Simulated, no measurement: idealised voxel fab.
process module | voxel transistor to metal
cross-section cut | 185 nm wide | cells 5 nm
A cross-section is a grid of square cells, given in bands from the top down. A band is one or more rows of cells.
Each band's line starts with the height of the band's top and of its bottom, in nm. Then come its materials from left to right, each with its width in nm. One material with "throughout" fills the band from edge to edge. "air" is empty space.
Height 0 is the level under which the wafer as received is all one material. The lowest band goes on downwards, as in "0 down".
A width such as "30 to 40" changes by the same amount from each row of cells to the next, from the band's top row to its bottom row.
"no change" after a step means that no cell of the cross-section changed.
closed voids: empty space of 8 cells or more with no open way to the top, each as width x height at its distance from the left edge, in nm
after a step's settings: what the simulator itself notes on the step
overlay nm, on a step with a mask: how far to the right of its planned place the mask lay; to the left if negative
plan
1 op RECEIVE | material Si
2 op CONFORMAL_DEP | material SiO2 | thk nm 5
3 op CONFORMAL_DEP | material SiN | thk nm 10
4 op DIRECTIONAL_DEP | material aC | thk nm 10
5 op PATTERN | tone cover | mask id ACTIVE | material resist | width nm 95 | thk nm 30 | overlay nm 0
6 op DIRECTIONAL_ETCH | etch materials aC | depth nm 10
7 op STRIP | etch materials resist
8 op DIRECTIONAL_ETCH | etch materials SiN | depth nm 10
9 op DIRECTIONAL_ETCH | etch materials SiO2 | depth nm 5
10 op DIRECTIONAL_ETCH | etch materials Si | depth nm 25
11 op STRIP | etch materials aC
12 op FILL_DEP | material SiO2 | thk nm 15
13 op CMP | height nm 15
14 op SELECTIVE_ETCH | etch materials SiO2 | depth nm 5
15 op STRIP | etch materials SiN
16 op SELECTIVE_ETCH | etch materials SiO2 | depth nm 5
17 op OXIDIZE | depth nm 5
18 op DIRECTIONAL_DEP | material polySi | thk nm 25
19 op DIRECTIONAL_DEP | material SiCN | thk nm 15
20 op MASKED_ETCH | tone cover | mask id GATE | width nm 25 | etch materials SiCN | depth nm 25 | overlay nm 0
21 op MASKED_ETCH | tone cover | mask id GATE | width nm 25 | etch materials polySi | depth nm 35 | overlay nm 0
22 op CONFORMAL_DEP | material SiN | thk nm 5
23 op DIRECTIONAL_ETCH | etch materials SiN | depth nm 5
24 op DIRECTIONAL_ETCH | etch materials SiO2 | depth nm 5
25 op EPI | material SiGe | thk nm 5
26 op FILL_DEP | material SiO2 | thk nm 10
27 op CMP | height nm 25
28 op STRIP | etch materials polySi
29 op SELECTIVE_ETCH | etch materials SiO2 | depth nm 5
30 op CONFORMAL_DEP | material HfO2 | thk nm 5
31 op CONFORMAL_DEP | material TiN | thk nm 5
32 op FILL_DEP | material W | thk nm 10
33 op CMP | height nm 20
34 op DIRECTIONAL_DEP | material SiO2 | thk nm 15
35 op MASKED_ETCH | tone open | mask id CONTACT | width nm 15 | pitch nm 70 | etch materials SiO2 | depth nm 35 | overlay nm 0
36 op CONFORMAL_DEP | material TiN | thk nm 5
37 op FILL_DEP | material Ru | thk nm 5
38 op CMP | height nm 35
39 op DIRECTIONAL_DEP | material TiN | thk nm 5
40 op DIRECTIONAL_DEP | material Ru | thk nm 15
41 op MASKED_ETCH | tone cover | mask id METAL_1 | width nm 15 | pitch nm 70 | etch materials Ru | depth nm 15 | overlay nm 0
42 op MASKED_ETCH | tone cover | mask id METAL_1 | width nm 15 | pitch nm 70 | etch materials TiN | depth nm 5 | overlay nm 0
43 op CONFORMAL_DEP | material SiCN | thk nm 5
44 op FILL_DEP | material lowk | thk nm 5
45 op CMP | height nm 55
46 op CONFORMAL_DEP | material SiCN | thk nm 5
47 op DIRECTIONAL_DEP | material lowk | thk nm 25
48 op DIRECTIONAL_DEP | material aC | thk nm 10
49 op PATTERN | tone open | mask id METAL_2 | material resist | width nm 15 | pitch nm 70 | thk nm 30 | overlay nm 0
50 op DIRECTIONAL_ETCH | etch materials aC | depth nm 10
51 op STRIP | etch materials resist
52 op DIRECTIONAL_ETCH | etch materials lowk | depth nm 15
53 op STRIP | etch materials aC
54 op MASKED_ETCH | tone open | mask id METAL_2_HOLES | width nm 15 | pitch nm 70 | etch materials lowk | depth nm 10 | overlay nm 0
55 op MASKED_ETCH | tone open | mask id METAL_2_HOLES | width nm 15 | pitch nm 70 | etch materials SiCN | depth nm 5 | overlay nm 0
56 op CONFORMAL_DEP | material TiN | thk nm 5
57 op FILL_DEP | material Cu | thk nm 5
58 op CMP | height nm 85
59 op CONFORMAL_DEP | material SiCN | thk nm 5
first wafer, as planned
as received, after step 1
  0 down: Si throughout
  closed voids: none
after step 2
  5 to 0: SiO2 throughout
  below 0: unchanged
after step 3
  15 to 5: SiN throughout
  below 5: unchanged
after step 4
  25 to 15: aC throughout
  below 15: unchanged
after step 5
  55 to 25: air 45 | resist 95 | air 45
  below 25: unchanged
after step 6
  45 to 25: air 45 | resist 95 | air 45
  25 to 15: air 45 | aC 95 | air 45
  below 15: unchanged
after step 7
  25 to 15: air 45 | aC 95 | air 45
  below 15: unchanged
after step 8
  25 to 15: air 45 | aC 95 | air 45
  15 to 5: air 45 | SiN 95 | air 45
  below 5: unchanged
after step 9
  25 to 15: air 45 | aC 95 | air 45
  15 to 5: air 45 | SiN 95 | air 45
  5 to 0: air 45 | SiO2 95 | air 45
  below 0: unchanged
after step 10
  25 to 15: air 45 | aC 95 | air 45
  15 to 5: air 45 | SiN 95 | air 45
  5 to 0: air 45 | SiO2 95 | air 45
  0 to -25: air 45 | Si 95 | air 45
  below -25: unchanged
after step 11
  15 to 5: air 45 | SiN 95 | air 45
  below 5: unchanged
after step 12
  30 to 15: SiO2 throughout
  15 to 5: SiO2 45 | SiN 95 | SiO2 45
  5 to 0: SiO2 throughout
  0 to -25: SiO2 45 | Si 95 | SiO2 45
  below -25: unchanged
after step 13
  15 to 5: SiO2 45 | SiN 95 | SiO2 45
  below 5: unchanged
after step 14
  15 to 10: air 45 | SiN 95 | air 45
  below 10: unchanged
after step 15
  10 to 5: SiO2 45 | air 95 | SiO2 45
  below 5: unchanged
after step 16
  5 to 0: SiO2 40 | air 105 | SiO2 40
  below 0: unchanged
after step 17
  5 to 0: SiO2 40 | air 105 | SiO2 40
  0 to -5: SiO2 throughout
  below -5: unchanged
after step 18
  30 to 25: polySi 40 | air 105 | polySi 40
  25 to 5: polySi throughout
  5 to 0: SiO2 40 | polySi 105 | SiO2 40
  below 0: unchanged
after step 19
  45 to 40: SiCN 40 | air 105 | SiCN 40
  40 to 30: SiCN throughout
  30 to 25: polySi 40 | SiCN 105 | polySi 40
  below 25: unchanged
after step 20
  40 to 30: air 80 | SiCN 25 | air 80
  30 to 25: polySi 40 | air 40 | SiCN 25 | air 40 | polySi 40
  below 25: unchanged
after step 21
  40 to 25: air 80 | SiCN 25 | air 80
  25 to 5: air 80 | polySi 25 | air 80
  5 to 0: SiO2 40 | air 40 | polySi 25 | air 40 | SiO2 40
  below 0: unchanged
after step 22
  45 to 40: air 75 | SiN 35 | air 75
  40 to 25: air 75 | SiN 5 | SiCN 25 | SiN 5 | air 75
  25 to 10: air 75 | SiN 5 | polySi 25 | SiN 5 | air 75
  10 to 5: SiN 45 | air 30 | SiN 5 | polySi 25 | SiN 5 | air 30 | SiN 45
  5 to 0: SiO2 40 | SiN 40 | polySi 25 | SiN 40 | SiO2 40
  below 0: unchanged
after step 23
  40 to 25: air 75 | SiN 5 | SiCN 25 | SiN 5 | air 75
  25 to 5: air 75 | SiN 5 | polySi 25 | SiN 5 | air 75
  5 to 0: SiO2 40 | SiN 5 | air 30 | SiN 5 | polySi 25 | SiN 5 | air 30 | SiN 5 | SiO2 40
  below 0: unchanged
after step 24
  40 to 25: air 75 | SiN 5 | SiCN 25 | SiN 5 | air 75
  25 to 5: air 75 | SiN 5 | polySi 25 | SiN 5 | air 75
  5 to 0: air 40 | SiN 5 | air 30 | SiN 5 | polySi 25 | SiN 5 | air 30 | SiN 5 | air 40
  0 to -5: SiO2 45 | air 30 | SiO2 35 | air 30 | SiO2 45
  below -5: unchanged
after step 25
  40 to 25: air 75 | SiN 5 | SiCN 25 | SiN 5 | air 75
  25 to 5: air 75 | SiN 5 | polySi 25 | SiN 5 | air 75
  5 to 0: air 40 | SiN 5 | air 30 | SiN 5 | polySi 25 | SiN 5 | air 30 | SiN 5 | air 40
  0 to -5: SiO2 45 | SiGe 30 | SiO2 35 | SiGe 30 | SiO2 45
  below -5: unchanged
after step 26
  50 to 40: SiO2 throughout
  40 to 25: SiO2 75 | SiN 5 | SiCN 25 | SiN 5 | SiO2 75
  25 to 5: SiO2 75 | SiN 5 | polySi 25 | SiN 5 | SiO2 75
  5 to 0: SiO2 40 | SiN 5 | SiO2 30 | SiN 5 | polySi 25 | SiN 5 | SiO2 30 | SiN 5 | SiO2 40
  below 0: unchanged
after step 27
  25 to 5: SiO2 75 | SiN 5 | polySi 25 | SiN 5 | SiO2 75
  below 5: unchanged
after step 28
  25 to 5: SiO2 75 | SiN 5 | air 25 | SiN 5 | SiO2 75
  5 to 0: SiO2 40 | SiN 5 | SiO2 30 | SiN 5 | air 25 | SiN 5 | SiO2 30 | SiN 5 | SiO2 40
  below 0: unchanged
after step 29
  25 to 20: air 75 | SiN 5 | air 25 | SiN 5 | air 75
  20 to 5: SiO2 75 | SiN 5 | air 25 | SiN 5 | SiO2 75
  5 to 0: SiO2 40 | SiN 5 | SiO2 30 | SiN 5 | air 25 | SiN 5 | SiO2 30 | SiN 5 | SiO2 40
  0 to -5: SiO2 45 | SiGe 30 | air 35 | SiGe 30 | SiO2 45
  below -5: unchanged
after step 30
  30 to 25: air 70 | HfO2 15 | air 15 | HfO2 15 | air 70
  25 to 20: HfO2 75 | SiN 5 | HfO2 5 | air 15 | HfO2 5 | SiN 5 | HfO2 75
  20 to 5: SiO2 75 | SiN 5 | HfO2 5 | air 15 | HfO2 5 | SiN 5 | SiO2 75
  5 to 0: SiO2 40 | SiN 5 | SiO2 30 | SiN 5 | HfO2 5 | air 15 | HfO2 5 | SiN 5 | SiO2 30 | SiN 5 | SiO2 40
  0 to -5: SiO2 45 | SiGe 30 | HfO2 35 | SiGe 30 | SiO2 45
  below -5: unchanged
after step 31
  35 to 30: air 65 | TiN 25 | air 5 | TiN 25 | air 65
  30 to 25: TiN 70 | HfO2 15 | TiN 5 | air 5 | TiN 5 | HfO2 15 | TiN 70
  25 to 20: HfO2 75 | SiN 5 | HfO2 5 | TiN 5 | air 5 | TiN 5 | HfO2 5 | SiN 5 | HfO2 75
  20 to 5: SiO2 75 | SiN 5 | HfO2 5 | TiN 5 | air 5 | TiN 5 | HfO2 5 | SiN 5 | SiO2 75
  5 to 0: SiO2 40 | SiN 5 | SiO2 30 | SiN 5 | HfO2 5 | TiN 15 | HfO2 5 | SiN 5 | SiO2 30 | SiN 5 | SiO2 40
  below 0: unchanged
after step 32
  45 to 35: W throughout
  35 to 30: W 65 | TiN 25 | W 5 | TiN 25 | W 65
  30 to 25: TiN 70 | HfO2 15 | TiN 5 | W 5 | TiN 5 | HfO2 15 | TiN 70
  25 to 20: HfO2 75 | SiN 5 | HfO2 5 | TiN 5 | W 5 | TiN 5 | HfO2 5 | SiN 5 | HfO2 75
  20 to 5: SiO2 75 | SiN 5 | HfO2 5 | TiN 5 | W 5 | TiN 5 | HfO2 5 | SiN 5 | SiO2 75
  below 5: unchanged
after step 33
  20 to 5: SiO2 75 | SiN 5 | HfO2 5 | TiN 5 | W 5 | TiN 5 | HfO2 5 | SiN 5 | SiO2 75
  below 5: unchanged
after step 34
  35 to 20: SiO2 throughout
  below 20: unchanged
after step 35
  35 to 20: SiO2 50 | air 15 | SiO2 55 | air 15 | SiO2 50
  20 to 5: SiO2 50 | air 15 | SiO2 10 | SiN 5 | HfO2 5 | TiN 5 | W 5 | TiN 5 | HfO2 5 | SiN 5 | SiO2 10 | air 15 | SiO2 50
  5 to 0: SiO2 40 | SiN 5 | SiO2 5 | air 15 | SiO2 10 | SiN 5 | HfO2 5 | TiN 15 | HfO2 5 | SiN 5 | SiO2 10 | air 15 | SiO2 5 | SiN 5 | SiO2 40
  below 0: unchanged
after step 36
  40 to 35: TiN 55 | air 5 | TiN 65 | air 5 | TiN 55
  35 to 20: SiO2 50 | TiN 5 | air 5 | TiN 5 | SiO2 55 | TiN 5 | air 5 | TiN 5 | SiO2 50
  20 to 5: SiO2 50 | TiN 5 | air 5 | TiN 5 | SiO2 10 | SiN 5 | HfO2 5 | TiN 5 | W 5 | TiN 5 | HfO2 5 | SiN 5 | SiO2 10 | TiN 5 | air 5 | TiN 5 | SiO2 50
  5 to 0: SiO2 40 | SiN 5 | SiO2 5 | TiN 15 | SiO2 10 | SiN 5 | HfO2 5 | TiN 15 | HfO2 5 | SiN 5 | SiO2 10 | TiN 15 | SiO2 5 | SiN 5 | SiO2 40
  below 0: unchanged
after step 37
  45 to 40: Ru throughout
  40 to 35: TiN 55 | Ru 5 | TiN 65 | Ru 5 | TiN 55
  35 to 20: SiO2 50 | TiN 5 | Ru 5 | TiN 5 | SiO2 55 | TiN 5 | Ru 5 | TiN 5 | SiO2 50
  20 to 5: SiO2 50 | TiN 5 | Ru 5 | TiN 5 | SiO2 10 | SiN 5 | HfO2 5 | TiN 5 | W 5 | TiN 5 | HfO2 5 | SiN 5 | SiO2 10 | TiN 5 | Ru 5 | TiN 5 | SiO2 50
  below 5: unchanged
after step 38
  35 to 20: SiO2 50 | TiN 5 | Ru 5 | TiN 5 | SiO2 55 | TiN 5 | Ru 5 | TiN 5 | SiO2 50
  below 20: unchanged
after step 39
  40 to 35: TiN throughout
  below 35: unchanged
after step 40
  55 to 40: Ru throughout
  below 40: unchanged
after step 41
  55 to 40: air 50 | Ru 15 | air 55 | Ru 15 | air 50
  below 40: unchanged
after step 42
  55 to 40: air 50 | Ru 15 | air 55 | Ru 15 | air 50
  40 to 35: air 50 | TiN 15 | air 55 | TiN 15 | air 50
  below 35: unchanged
after step 43
  60 to 55: air 45 | SiCN 25 | air 45 | SiCN 25 | air 45
  55 to 40: air 45 | SiCN 5 | Ru 15 | SiCN 5 | air 45 | SiCN 5 | Ru 15 | SiCN 5 | air 45
  40 to 35: SiCN 50 | TiN 15 | SiCN 55 | TiN 15 | SiCN 50
  below 35: unchanged
after step 44
  65 to 60: lowk throughout
  60 to 55: lowk 45 | SiCN 25 | lowk 45 | SiCN 25 | lowk 45
  55 to 40: lowk 45 | SiCN 5 | Ru 15 | SiCN 5 | lowk 45 | SiCN 5 | Ru 15 | SiCN 5 | lowk 45
  below 40: unchanged
after step 45
  55 to 40: lowk 45 | SiCN 5 | Ru 15 | SiCN 5 | lowk 45 | SiCN 5 | Ru 15 | SiCN 5 | lowk 45
  below 40: unchanged
after step 46
  60 to 55: SiCN throughout
  below 55: unchanged
after step 47
  85 to 60: lowk throughout
  below 60: unchanged
after step 48
  95 to 85: aC throughout
  below 85: unchanged
after step 49
  125 to 95: resist 50 | air 15 | resist 55 | air 15 | resist 50
  below 95: unchanged
after step 50
  115 to 95: resist 50 | air 15 | resist 55 | air 15 | resist 50
  95 to 85: aC 50 | air 15 | aC 55 | air 15 | aC 50
  below 85: unchanged
after step 51
  95 to 85: aC 50 | air 15 | aC 55 | air 15 | aC 50
  below 85: unchanged
after step 52
  95 to 85: aC 50 | air 15 | aC 55 | air 15 | aC 50
  85 to 70: lowk 50 | air 15 | lowk 55 | air 15 | lowk 50
  below 70: unchanged
after step 53
  85 to 70: lowk 50 | air 15 | lowk 55 | air 15 | lowk 50
  below 70: unchanged
after step 54
  85 to 60: lowk 50 | air 15 | lowk 55 | air 15 | lowk 50
  below 60: unchanged
after step 55
  85 to 60: lowk 50 | air 15 | lowk 55 | air 15 | lowk 50
  60 to 55: SiCN 50 | air 15 | SiCN 55 | air 15 | SiCN 50
  below 55: unchanged
after step 56
  90 to 85: TiN 55 | air 5 | TiN 65 | air 5 | TiN 55
  85 to 60: lowk 50 | TiN 5 | air 5 | TiN 5 | lowk 55 | TiN 5 | air 5 | TiN 5 | lowk 50
  60 to 55: SiCN 50 | TiN 15 | SiCN 55 | TiN 15 | SiCN 50
  below 55: unchanged
after step 57
  95 to 90: Cu throughout
  90 to 85: TiN 55 | Cu 5 | TiN 65 | Cu 5 | TiN 55
  85 to 60: lowk 50 | TiN 5 | Cu 5 | TiN 5 | lowk 55 | TiN 5 | Cu 5 | TiN 5 | lowk 50
  below 60: unchanged
after step 58
  85 to 60: lowk 50 | TiN 5 | Cu 5 | TiN 5 | lowk 55 | TiN 5 | Cu 5 | TiN 5 | lowk 50
  below 60: unchanged
after step 59
  90 to 85: SiCN throughout
  below 85: unchanged
second wafer: like start, like plan, one mistake. Through step 9 it matches the first wafer
when step 10 should have ended
  25 to 15: air 45 | aC 95 | air 45
  15 to 5: air 45 | SiN 95 | air 45
  5 to 0: air 45 | SiO2 95 | air 45
  0 to -30: air 45 | Si 95 | air 45
  below -30: unchanged
when step 11 should have ended
  15 to 5: air 45 | SiN 95 | air 45
  below 5: unchanged
when step 12 should have ended
  30 to 15: SiO2 throughout
  15 to 5: SiO2 45 | SiN 95 | SiO2 45
  5 to 0: SiO2 throughout
  0 to -30: SiO2 45 | Si 95 | SiO2 45
  below -30: unchanged
when step 13 should have ended
  15 to 5: SiO2 45 | SiN 95 | SiO2 45
  below 5: unchanged
when step 14 should have ended
  15 to 10: air 45 | SiN 95 | air 45
  below 10: unchanged
when step 15 should have ended
  10 to 5: SiO2 45 | air 95 | SiO2 45
  below 5: unchanged
when step 16 should have ended
  5 to 0: SiO2 40 | air 105 | SiO2 40
  below 0: unchanged
when step 17 should have ended
  5 to 0: SiO2 40 | air 105 | SiO2 40
  0 to -5: SiO2 throughout
  below -5: unchanged
when step 18 should have ended
  30 to 25: polySi 40 | air 105 | polySi 40
  25 to 5: polySi throughout
  5 to 0: SiO2 40 | polySi 105 | SiO2 40
  below 0: unchanged
when step 19 should have ended
  45 to 40: SiCN 40 | air 105 | SiCN 40
  40 to 30: SiCN throughout
  30 to 25: polySi 40 | SiCN 105 | polySi 40
  below 25: unchanged
when step 20 should have ended
  40 to 30: air 80 | SiCN 25 | air 80
  30 to 25: polySi 40 | air 40 | SiCN 25 | air 40 | polySi 40
  below 25: unchanged
when step 21 should have ended
  40 to 25: air 80 | SiCN 25 | air 80
  25 to 5: air 80 | polySi 25 | air 80
  5 to 0: SiO2 40 | air 40 | polySi 25 | air 40 | SiO2 40
  below 0: unchanged
when step 22 should have ended
  45 to 40: air 75 | SiN 35 | air 75
  40 to 25: air 75 | SiN 5 | SiCN 25 | SiN 5 | air 75
  25 to 10: air 75 | SiN 5 | polySi 25 | SiN 5 | air 75
  10 to 5: SiN 45 | air 30 | SiN 5 | polySi 25 | SiN 5 | air 30 | SiN 45
  5 to 0: SiO2 40 | SiN 40 | polySi 25 | SiN 40 | SiO2 40
  below 0: unchanged
when step 23 should have ended
  40 to 25: air 75 | SiN 5 | SiCN 25 | SiN 5 | air 75
  25 to 5: air 75 | SiN 5 | polySi 25 | SiN 5 | air 75
  5 to 0: SiO2 40 | SiN 5 | air 30 | SiN 5 | polySi 25 | SiN 5 | air 30 | SiN 5 | SiO2 40
  below 0: unchanged
when step 24 should have ended
  40 to 25: air 75 | SiN 5 | SiCN 25 | SiN 5 | air 75
  25 to 5: air 75 | SiN 5 | polySi 25 | SiN 5 | air 75
  5 to 0: air 40 | SiN 5 | air 30 | SiN 5 | polySi 25 | SiN 5 | air 30 | SiN 5 | air 40
  0 to -5: SiO2 45 | air 30 | SiO2 35 | air 30 | SiO2 45
  below -5: unchanged
when step 25 should have ended
  40 to 25: air 75 | SiN 5 | SiCN 25 | SiN 5 | air 75
  25 to 5: air 75 | SiN 5 | polySi 25 | SiN 5 | air 75
  5 to 0: air 40 | SiN 5 | air 30 | SiN 5 | polySi 25 | SiN 5 | air 30 | SiN 5 | air 40
  0 to -5: SiO2 45 | SiGe 30 | SiO2 35 | SiGe 30 | SiO2 45
  below -5: unchanged
when step 26 should have ended
  50 to 40: SiO2 throughout
  40 to 25: SiO2 75 | SiN 5 | SiCN 25 | SiN 5 | SiO2 75
  25 to 5: SiO2 75 | SiN 5 | polySi 25 | SiN 5 | SiO2 75
  5 to 0: SiO2 40 | SiN 5 | SiO2 30 | SiN 5 | polySi 25 | SiN 5 | SiO2 30 | SiN 5 | SiO2 40
  below 0: unchanged
when step 27 should have ended
  25 to 5: SiO2 75 | SiN 5 | polySi 25 | SiN 5 | SiO2 75
  below 5: unchanged
when step 28 should have ended
  25 to 5: SiO2 75 | SiN 5 | air 25 | SiN 5 | SiO2 75
  5 to 0: SiO2 40 | SiN 5 | SiO2 30 | SiN 5 | air 25 | SiN 5 | SiO2 30 | SiN 5 | SiO2 40
  below 0: unchanged
when step 29 should have ended
  25 to 20: air 75 | SiN 5 | air 25 | SiN 5 | air 75
  20 to 5: SiO2 75 | SiN 5 | air 25 | SiN 5 | SiO2 75
  5 to 0: SiO2 40 | SiN 5 | SiO2 30 | SiN 5 | air 25 | SiN 5 | SiO2 30 | SiN 5 | SiO2 40
  0 to -5: SiO2 45 | SiGe 30 | air 35 | SiGe 30 | SiO2 45
  below -5: unchanged
when step 30 should have ended
  30 to 25: air 70 | HfO2 15 | air 15 | HfO2 15 | air 70
  25 to 20: HfO2 75 | SiN 5 | HfO2 5 | air 15 | HfO2 5 | SiN 5 | HfO2 75
  20 to 5: SiO2 75 | SiN 5 | HfO2 5 | air 15 | HfO2 5 | SiN 5 | SiO2 75
  5 to 0: SiO2 40 | SiN 5 | SiO2 30 | SiN 5 | HfO2 5 | air 15 | HfO2 5 | SiN 5 | SiO2 30 | SiN 5 | SiO2 40
  0 to -5: SiO2 45 | SiGe 30 | HfO2 35 | SiGe 30 | SiO2 45
  below -5: unchanged
when step 31 should have ended
  35 to 30: air 65 | TiN 25 | air 5 | TiN 25 | air 65
  30 to 25: TiN 70 | HfO2 15 | TiN 5 | air 5 | TiN 5 | HfO2 15 | TiN 70
  25 to 20: HfO2 75 | SiN 5 | HfO2 5 | TiN 5 | air 5 | TiN 5 | HfO2 5 | SiN 5 | HfO2 75
  20 to 5: SiO2 75 | SiN 5 | HfO2 5 | TiN 5 | air 5 | TiN 5 | HfO2 5 | SiN 5 | SiO2 75
  5 to 0: SiO2 40 | SiN 5 | SiO2 30 | SiN 5 | HfO2 5 | TiN 15 | HfO2 5 | SiN 5 | SiO2 30 | SiN 5 | SiO2 40
  below 0: unchanged
when step 32 should have ended
  45 to 35: W throughout
  35 to 30: W 65 | TiN 25 | W 5 | TiN 25 | W 65
  30 to 25: TiN 70 | HfO2 15 | TiN 5 | W 5 | TiN 5 | HfO2 15 | TiN 70
  25 to 20: HfO2 75 | SiN 5 | HfO2 5 | TiN 5 | W 5 | TiN 5 | HfO2 5 | SiN 5 | HfO2 75
  20 to 5: SiO2 75 | SiN 5 | HfO2 5 | TiN 5 | W 5 | TiN 5 | HfO2 5 | SiN 5 | SiO2 75
  below 5: unchanged
when step 33 should have ended
  20 to 5: SiO2 75 | SiN 5 | HfO2 5 | TiN 5 | W 5 | TiN 5 | HfO2 5 | SiN 5 | SiO2 75
  below 5: unchanged
when step 34 should have ended
  35 to 20: SiO2 throughout
  below 20: unchanged
when step 35 should have ended
  35 to 20: SiO2 50 | air 15 | SiO2 55 | air 15 | SiO2 50
  20 to 5: SiO2 50 | air 15 | SiO2 10 | SiN 5 | HfO2 5 | TiN 5 | W 5 | TiN 5 | HfO2 5 | SiN 5 | SiO2 10 | air 15 | SiO2 50
  5 to 0: SiO2 40 | SiN 5 | SiO2 5 | air 15 | SiO2 10 | SiN 5 | HfO2 5 | TiN 15 | HfO2 5 | SiN 5 | SiO2 10 | air 15 | SiO2 5 | SiN 5 | SiO2 40
  below 0: unchanged
when step 36 should have ended
  40 to 35: TiN 55 | air 5 | TiN 65 | air 5 | TiN 55
  35 to 20: SiO2 50 | TiN 5 | air 5 | TiN 5 | SiO2 55 | TiN 5 | air 5 | TiN 5 | SiO2 50
  20 to 5: SiO2 50 | TiN 5 | air 5 | TiN 5 | SiO2 10 | SiN 5 | HfO2 5 | TiN 5 | W 5 | TiN 5 | HfO2 5 | SiN 5 | SiO2 10 | TiN 5 | air 5 | TiN 5 | SiO2 50
  5 to 0: SiO2 40 | SiN 5 | SiO2 5 | TiN 15 | SiO2 10 | SiN 5 | HfO2 5 | TiN 15 | HfO2 5 | SiN 5 | SiO2 10 | TiN 15 | SiO2 5 | SiN 5 | SiO2 40
  below 0: unchanged
when step 37 should have ended
  45 to 40: Ru throughout
  40 to 35: TiN 55 | Ru 5 | TiN 65 | Ru 5 | TiN 55
  35 to 20: SiO2 50 | TiN 5 | Ru 5 | TiN 5 | SiO2 55 | TiN 5 | Ru 5 | TiN 5 | SiO2 50
  20 to 5: SiO2 50 | TiN 5 | Ru 5 | TiN 5 | SiO2 10 | SiN 5 | HfO2 5 | TiN 5 | W 5 | TiN 5 | HfO2 5 | SiN 5 | SiO2 10 | TiN 5 | Ru 5 | TiN 5 | SiO2 50
  below 5: unchanged
when step 38 should have ended
  35 to 20: SiO2 50 | TiN 5 | Ru 5 | TiN 5 | SiO2 55 | TiN 5 | Ru 5 | TiN 5 | SiO2 50
  below 20: unchanged
when step 39 should have ended
  40 to 35: TiN throughout
  below 35: unchanged
when step 40 should have ended
  55 to 40: Ru throughout
  below 40: unchanged
when step 41 should have ended
  55 to 40: air 50 | Ru 15 | air 55 | Ru 15 | air 50
  below 40: unchanged
when step 42 should have ended
  55 to 40: air 50 | Ru 15 | air 55 | Ru 15 | air 50
  40 to 35: air 50 | TiN 15 | air 55 | TiN 15 | air 50
  below 35: unchanged
when step 43 should have ended
  60 to 55: air 45 | SiCN 25 | air 45 | SiCN 25 | air 45
  55 to 40: air 45 | SiCN 5 | Ru 15 | SiCN 5 | air 45 | SiCN 5 | Ru 15 | SiCN 5 | air 45
  40 to 35: SiCN 50 | TiN 15 | SiCN 55 | TiN 15 | SiCN 50
  below 35: unchanged
when step 44 should have ended
  65 to 60: lowk throughout
  60 to 55: lowk 45 | SiCN 25 | lowk 45 | SiCN 25 | lowk 45
  55 to 40: lowk 45 | SiCN 5 | Ru 15 | SiCN 5 | lowk 45 | SiCN 5 | Ru 15 | SiCN 5 | lowk 45
  below 40: unchanged
when step 45 should have ended
  55 to 40: lowk 45 | SiCN 5 | Ru 15 | SiCN 5 | lowk 45 | SiCN 5 | Ru 15 | SiCN 5 | lowk 45
  below 40: unchanged
when step 46 should have ended
  60 to 55: SiCN throughout
  below 55: unchanged
when step 47 should have ended
  85 to 60: lowk throughout
  below 60: unchanged
when step 48 should have ended
  95 to 85: aC throughout
  below 85: unchanged
when step 49 should have ended
  125 to 95: resist 50 | air 15 | resist 55 | air 15 | resist 50
  below 95: unchanged
when step 50 should have ended
  115 to 95: resist 50 | air 15 | resist 55 | air 15 | resist 50
  95 to 85: aC 50 | air 15 | aC 55 | air 15 | aC 50
  below 85: unchanged
when step 51 should have ended
  95 to 85: aC 50 | air 15 | aC 55 | air 15 | aC 50
  below 85: unchanged
when step 52 should have ended
  95 to 85: aC 50 | air 15 | aC 55 | air 15 | aC 50
  85 to 70: lowk 50 | air 15 | lowk 55 | air 15 | lowk 50
  below 70: unchanged
when step 53 should have ended
  85 to 70: lowk 50 | air 15 | lowk 55 | air 15 | lowk 50
  below 70: unchanged
when step 54 should have ended
  85 to 60: lowk 50 | air 15 | lowk 55 | air 15 | lowk 50
  below 60: unchanged
when step 55 should have ended
  85 to 60: lowk 50 | air 15 | lowk 55 | air 15 | lowk 50
  60 to 55: SiCN 50 | air 15 | SiCN 55 | air 15 | SiCN 50
  below 55: unchanged
when step 56 should have ended
  90 to 85: TiN 55 | air 5 | TiN 65 | air 5 | TiN 55
  85 to 60: lowk 50 | TiN 5 | air 5 | TiN 5 | lowk 55 | TiN 5 | air 5 | TiN 5 | lowk 50
  60 to 55: SiCN 50 | TiN 15 | SiCN 55 | TiN 15 | SiCN 50
  below 55: unchanged
when step 57 should have ended
  95 to 90: Cu throughout
  90 to 85: TiN 55 | Cu 5 | TiN 65 | Cu 5 | TiN 55
  85 to 60: lowk 50 | TiN 5 | Cu 5 | TiN 5 | lowk 55 | TiN 5 | Cu 5 | TiN 5 | lowk 50
  below 60: unchanged
when step 58 should have ended
  85 to 60: lowk 50 | TiN 5 | Cu 5 | TiN 5 | lowk 55 | TiN 5 | Cu 5 | TiN 5 | lowk 50
  below 60: unchanged
when step 59 should have ended
  90 to 85: SiCN throughout
  below 85: unchanged
what went wrong: step 10 ran as: op DIRECTIONAL_ETCH | etch materials Si | depth nm 30
at the end the second wafer has, in cells: 18 fewer of Si | 18 more of SiO2
